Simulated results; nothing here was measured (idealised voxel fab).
Title: Process Module voxel plated lines
Each square cell in cross-section cut measures 5 nm, and the section as a whole is 155 nm wide.
Throughout this document, each cross-section is represented as a grid of square cells and is presented as a sequence of bands enumerated from the top downward, where a band comprises one or more rows of cells.
This entry defines a band. It first specifies the height of the band's top and the height of its bottom in nm, and then specifies the band's materials from left to right, stating each material with its width in nm. The word "full width" identifies a single material that fills the band from edge to edge, while the word "empty" identifies empty space.
Height is counted from the level 0, under which the received wafer is composed throughout of one material. The lowest of the bands is not closed at the bottom but continues downward, in the notation "0 -> down".
Read "30..40" as a graded width: first number on top, second number at the bottom, same change between each pair of neighbouring rows.
Given "identical to before" for a step, no cell of the cross-section differs between before and after that step.
You'll see "Closed internal cavities" listing empty spaces that have no way open to the top, as long as they're 8 cells or more; the notation is width x height at distance, where the distance is from the left edge, and all of it is in nm.
Whatever follows a step's settings on its line is a remark the simulator itself makes about that step.
overlay nm: mask right of planned place by this much (step with mask). Neg. = left.
# The steps planned for the process are as follows
1 RECEIVE (material Si)
2 CONFORMAL_DEP (material SiO2; thk nm 15)
3 DIRECTIONAL_DEP (material TiN; thk nm 5)
4 PATTERN (tone open; mask id LINES; material resist; width nm 25; pitch nm 45; thk nm 35; overlay nm 0)
5 EPI (material Ru; thk nm 10)
6 EPI (material Ru; thk nm 5)
7 EPI (material Ru; thk nm 10)
8 STRIP (etch materials resist)
9 DIRECTIONAL_ETCH (etch materials TiN; depth nm 5)
10 CONFORMAL_DEP (material SiCN; thk nm 5)
# Delivered wafer in cross-section: state after step 1
0 -> down  Si full width
Closed internal cavities: none
# Final wafer profile in cross-section after the module, from the same start and plan as above, with one mistake made during processing
50 -> 45  SiCN 45, then empty 15, then SiCN 30, then empty 15, then SiCN 50
45 -> 20  Ru 40, then SiCN 5, then empty 15, then SiCN 5, then Ru 20, then SiCN 5, then empty 15, then SiCN 5, then Ru 45
20 -> 15  TiN 40, then SiCN 25, then TiN 20, then SiCN 25, then TiN 45
15 -> 0  SiO2 full width
0 -> down  Si full width
Closed internal cavities: none
Plan not followed: step 4 deviated from plan and actually ran as PATTERN (tone cover; mask id LINES; material resist; width nm 25; pitch nm 45; thk nm 35; overlay nm 0)
